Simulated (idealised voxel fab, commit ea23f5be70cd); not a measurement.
Process module heading - voxel gate over fins
We display cut, a cross-section 285 nm in width whose square cells are each 5 nm.
This document writes a cross-section as a grid whose cells are square, and gives it as bands, listed from the top down; one or more rows of cells form a band.
Top height, bottom height, nm. Materials left to right, width each, nm. Single material + "everywhere" = fills band edge to edge. "air" = empty.
Convention: height 0 is the level below which the wafer, as received, is all one material. The lowest band does not terminate at the bottom but continues downward, represented as "0 and below".
Read "30 to 40" as a graded width: first number on top, second number at the bottom, same change between each pair of neighbouring rows.
For the purposes of this document, the phrase "no change occurred" attached to a step denotes that no cell within the cross-section was modified by that step.
"Sealed-off cavities": sealed empty spaces, 8 cells or more, no open way to top, listed width x height at distance, with distance from the left edge and width, height and distance in nm.
The remark found on a step's line after its settings is issued by the simulator itself and pertains to that step.
On any step carrying a mask, the "overlay nm" setting, if present on the step's line, tells how far right of its planned place the mask lay; negative values point to the left.
Listed below are the process steps as planned:
- 1: RECEIVE [material Si]
- 2: CONFORMAL_DEP [material SiN] [thk nm 5]
- 3: DIRECTIONAL_DEP [material aC] [thk nm 15]
- 4: PATTERN [tone cover] [mask id FINS] [material resist] [width nm 15] [pitch nm 50] [thk nm 30] [overlay nm 0]
- 5: DIRECTIONAL_ETCH [etch materials aC] [depth nm 15]
- 6: STRIP [etch materials resist]
- 7: DIRECTIONAL_ETCH [etch materials SiN] [depth nm 5]
- 8: DIRECTIONAL_ETCH [etch materials Si] [depth nm 40]
- 9: STRIP [etch materials aC]
- 10: FILL_DEP [material SiO2] [thk nm 10]
- 11: CMP [height nm 5]
- 12: DIRECTIONAL_DEP [material aC] [thk nm 15]
- 13: PATTERN [tone open] [mask id RAIL] [material resist] [width nm 15] [thk nm 35] [overlay nm 0]
- 14: DIRECTIONAL_ETCH [etch materials aC] [depth nm 15]
- 15: STRIP [etch materials resist]
- 16: DIRECTIONAL_ETCH [etch materials SiO2] [depth nm 40]
- 17: STRIP [etch materials aC]
- 18: CONFORMAL_DEP [material TiN] [thk nm 5]
- 19: FILL_DEP [material W] [thk nm 5]
- 20: CMP [height nm 5]
- 21: SELECTIVE_ETCH [etch materials W Ru TiN] [depth nm 20]
- 22: FILL_DEP [material SiO2] [thk nm 5]
- 23: CMP [height nm 5]
- 24: SELECTIVE_ETCH [etch materials SiO2] [depth nm 15]
- 25: STRIP [etch materials SiN]
- 26: CONFORMAL_DEP [material HfO2] [thk nm 5]
- 27: CONFORMAL_DEP [material TiN] [thk nm 5]
- 28: CONFORMAL_DEP [material TiAl] [thk nm 5]
- 29: CONFORMAL_DEP [material TiN] [thk nm 5]
- 30: FILL_DEP [material W] [thk nm 10]
- 31: CMP [height nm 25]
- 32: CONFORMAL_DEP [material SiN] [thk nm 10]
Here's what the wafer looked like in cross-section when it arrived - that's after step 1:
- 0 and below: Si everywhere
- Sealed-off cavities: none
first wafer at the end, as planned:
- 35 down to 25: SiN everywhere
- 25 down to 20: W everywhere
- 20 down to 15: W 65  TiN 155  W 65
- 15 down to 10: W 65  TiN 5  TiAl 45  TiN 5  TiAl 45  TiN 5  TiAl 45  TiN 5  W 65
- 10 down to 5: TiN 70  TiAl 5  TiN 35  TiAl 5  TiN 5  TiAl 5  TiN 35  TiAl 5  TiN 5  TiAl 5  TiN 35  TiAl 5  TiN 70
- 5 down to 0: TiAl 75  TiN 5  HfO2 25  TiN 5  TiAl 15  TiN 5  HfO2 25  TiN 5  TiAl 15  TiN 5  HfO2 25  TiN 5  TiAl 75
- 0 down to -5: TiN 80  HfO2 5  Si 15  HfO2 5  TiN 25  HfO2 5  Si 15  HfO2 5  TiN 25  HfO2 5  Si 15  HfO2 5  TiN 80
- -5 down to -10: HfO2 85  Si 15  HfO2 35  Si 15  HfO2 35  Si 15  HfO2 85
- -10 down to -15: SiO2 85  Si 15  SiO2 35  Si 15  SiO2 35  Si 15  SiO2 85
- -15 down to -30: SiO2 85  Si 15  SiO2 10  TiN 5  W 5  TiN 5  SiO2 10  Si 15  SiO2 35  Si 15  SiO2 85
- -30 down to -35: SiO2 85  Si 15  SiO2 10  TiN 15  SiO2 10  Si 15  SiO2 35  Si 15  SiO2 85
- -35 down to -40: SiO2 85  Si 15  SiO2 35  Si 15  SiO2 35  Si 15  SiO2 85
- -40 and below: Si everywhere
- Sealed-off cavities: none
Module end: cross-section of wafer two of two. Same start and process plan as the first wafer. One mistake during execution:
- 35 down to 25: SiN everywhere
- 25 down to 20: W everywhere
- 20 down to 15: W 65  TiN 155  W 65
- 15 down to 10: W 65  TiN 5  TiAl 45  TiN 5  TiAl 45  TiN 5  TiAl 45  TiN 5  W 65
- 10 down to 5: W 65  TiN 5  TiAl 5  TiN 35  TiAl 5  TiN 5  TiAl 5  TiN 35  TiAl 5  TiN 5  TiAl 5  TiN 35  TiAl 5  TiN 5  W 65
- 5 down to 0: W 65  TiN 5  TiAl 5  TiN 5  HfO2 25  TiN 5  TiAl 5  TiN 5  TiAl 5  TiN 5  HfO2 25  TiN 5  TiAl 5  TiN 5  TiAl 5  TiN 5  HfO2 25  TiN 5  TiAl 5  TiN 5  W 65
- 0 down to -5: W 65  TiN 5  TiAl 5  TiN 5  HfO2 5  Si 15  HfO2 5  TiN 5  TiAl 15  TiN 5  HfO2 5  Si 15  HfO2 5  TiN 5  TiAl 5  TiN 5  TiAl 5  TiN 5  HfO2 5  Si 15  HfO2 5  TiN 5  TiAl 5  TiN 5  W 65
- -5 down to -10: TiN 70  TiAl 5  TiN 5  HfO2 5  Si 15  HfO2 5  TiN 25  HfO2 5  Si 15  HfO2 5  TiN 5  TiAl 5  TiN 5  TiAl 5  TiN 5  HfO2 5  Si 15  HfO2 5  TiN 5  TiAl 5  TiN 70
- -10 down to -15: TiAl 75  TiN 5  HfO2 5  Si 15  HfO2 35  Si 15  HfO2 5  TiN 5  TiAl 15  TiN 5  HfO2 5  Si 15  HfO2 5  TiN 5  TiAl 75
- -15 down to -20: TiN 80  HfO2 5  Si 15  HfO2 10  TiN 5  W 5  TiN 5  HfO2 10  Si 15  HfO2 5  TiN 25  HfO2 5  Si 15  HfO2 5  TiN 80
- -20 down to -25: HfO2 85  Si 15  HfO2 10  TiN 5  W 5  TiN 5  HfO2 10  Si 15  HfO2 35  Si 15  HfO2 85
- -25 down to -30: SiO2 85  Si 15  SiO2 10  TiN 5  W 5  TiN 5  SiO2 10  Si 15  SiO2 35  Si 15  SiO2 85
- -30 down to -35: SiO2 85  Si 15  SiO2 10  TiN 15  SiO2 10  Si 15  SiO2 35  Si 15  SiO2 85
- -35 down to -40: SiO2 85  Si 15  SiO2 35  Si 15  SiO2 35  Si 15  SiO2 85
- -40 and below: Si everywhere
- Sealed-off cavities: none
Where did the run depart from the plan? step 24 of the plan was twice carried out
Final cells, second wafer relative to first, materials higher or lower: 22 more of HfO2, 138 fewer of SiO2, 14 more of TiAl, 24 more of TiN, 78 more of W
